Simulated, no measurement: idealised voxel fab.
process module | voxel released beams
cross-section cut | 190 nm wide | cells 5 nm
A cross-section is a grid of square cells, given in bands from the top down. A band is one or more rows of cells.
Each band's line starts with the height of the band's top and of its bottom, in nm. Then come its materials from left to right, each with its width in nm. One material with "throughout" fills the band from edge to edge. "air" is empty space.
Height 0 is the level under which the wafer as received is all one material. The lowest band goes on downwards, as in "0 down".
A width such as "30 to 40" changes by the same amount from each row of cells to the next, from the band's top row to its bottom row.
"no change" after a step means that no cell of the cross-section changed.
closed voids: empty space of 8 cells or more with no open way to the top, each as width x height at its distance from the left edge, in nm
after a step's settings: what the simulator itself notes on the step
overlay nm, on a step with a mask: how far to the right of its planned place the mask lay; to the left if negative
plan
1 op RECEIVE | material Si
2 op CONFORMAL_DEP | material SiN | thk nm 5
3 op DIRECTIONAL_DEP | material SiO2 | thk nm 20
4 op PATTERN | tone open | mask id ANCHOR | material resist | width nm 35 | thk nm 15 | overlay nm 0
5 op DIRECTIONAL_ETCH | etch materials SiO2 | depth nm 20
6 op STRIP | etch materials resist
7 op CONFORMAL_DEP | material W | thk nm 10
8 op PATTERN | tone cover | mask id BEAM | material resist | width nm 120 | thk nm 15 | overlay nm 0
9 op DIRECTIONAL_ETCH | etch materials W | depth nm 10
10 op STRIP | etch materials resist
11 op STRIP | etch materials SiO2
first wafer, as planned
as received, after step 1
  0 down: Si throughout
  closed voids: none
after step 2
  5 to 0: SiN throughout
  below 0: unchanged
after step 3
  25 to 5: SiO2 throughout
  below 5: unchanged
after step 4
  40 to 25: resist 35 | air 35 | resist 120
  below 25: unchanged
after step 5
  40 to 25: resist 35 | air 35 | resist 120
  25 to 5: SiO2 35 | air 35 | SiO2 120
  below 5: unchanged
after step 6
  25 to 5: SiO2 35 | air 35 | SiO2 120
  below 5: unchanged
after step 7
  35 to 25: W 45 | air 15 | W 130
  25 to 15: SiO2 35 | W 10 | air 15 | W 10 | SiO2 120
  15 to 5: SiO2 35 | W 35 | SiO2 120
  below 5: unchanged
after step 8
  50 to 35: air 30 | resist 120 | air 40
  35 to 25: W 45 | resist 15 | W 130
  25 to 15: SiO2 35 | W 10 | resist 15 | W 10 | SiO2 120
  below 15: unchanged
after step 9
  50 to 35: air 30 | resist 120 | air 40
  35 to 25: air 30 | W 15 | resist 15 | W 90 | air 40
  below 25: unchanged
after step 10
  35 to 25: air 30 | W 15 | air 15 | W 90 | air 40
  25 to 15: SiO2 35 | W 10 | air 15 | W 10 | SiO2 120
  below 15: unchanged
after step 11
  35 to 25: air 30 | W 15 | air 15 | W 90 | air 40
  25 to 15: air 35 | W 10 | air 15 | W 10 | air 120
  15 to 5: air 35 | W 35 | air 120
  below 5: unchanged
second wafer: like start, like plan, one mistake. Through step 4 it matches the first wafer
when step 5 should have ended
  40 to 25: resist 35 | air 35 | resist 120
  25 to 5: SiO2 35 | air 35 | SiO2 120
  below 5: unchanged
when step 6 should have ended
  25 to 5: SiO2 35 | air 35 | SiO2 120
  below 5: unchanged
when step 7 should have ended
  35 to 25: W 45 | air 15 | W 130
  25 to 15: SiO2 35 | W 10 | air 15 | W 10 | SiO2 120
  15 to 5: SiO2 35 | W 35 | SiO2 120
  below 5: unchanged
when step 8 should have ended
  50 to 35: air 30 | resist 120 | air 40
  35 to 25: W 45 | resist 15 | W 130
  25 to 15: SiO2 35 | W 10 | resist 15 | W 10 | SiO2 120
  below 15: unchanged
when step 9 should have ended
  50 to 35: air 30 | resist 120 | air 40
  35 to 25: air 30 | W 15 | resist 15 | W 90 | air 40
  below 25: unchanged
when step 10 should have ended
  35 to 25: air 30 | W 15 | air 15 | W 90 | air 40
  25 to 15: SiO2 35 | W 10 | air 15 | W 10 | SiO2 120
  below 15: unchanged
when step 11 should have ended
  35 to 25: air 30 | W 15 | air 15 | W 90 | air 40
  25 to 15: air 35 | W 10 | air 15 | W 10 | air 120
  15 to 5: air 35 | W 35 | air 120
  below 5: unchanged
what went wrong: step 5 was run twice
at the end the two cross-sections are the same: no effect in what this model computes
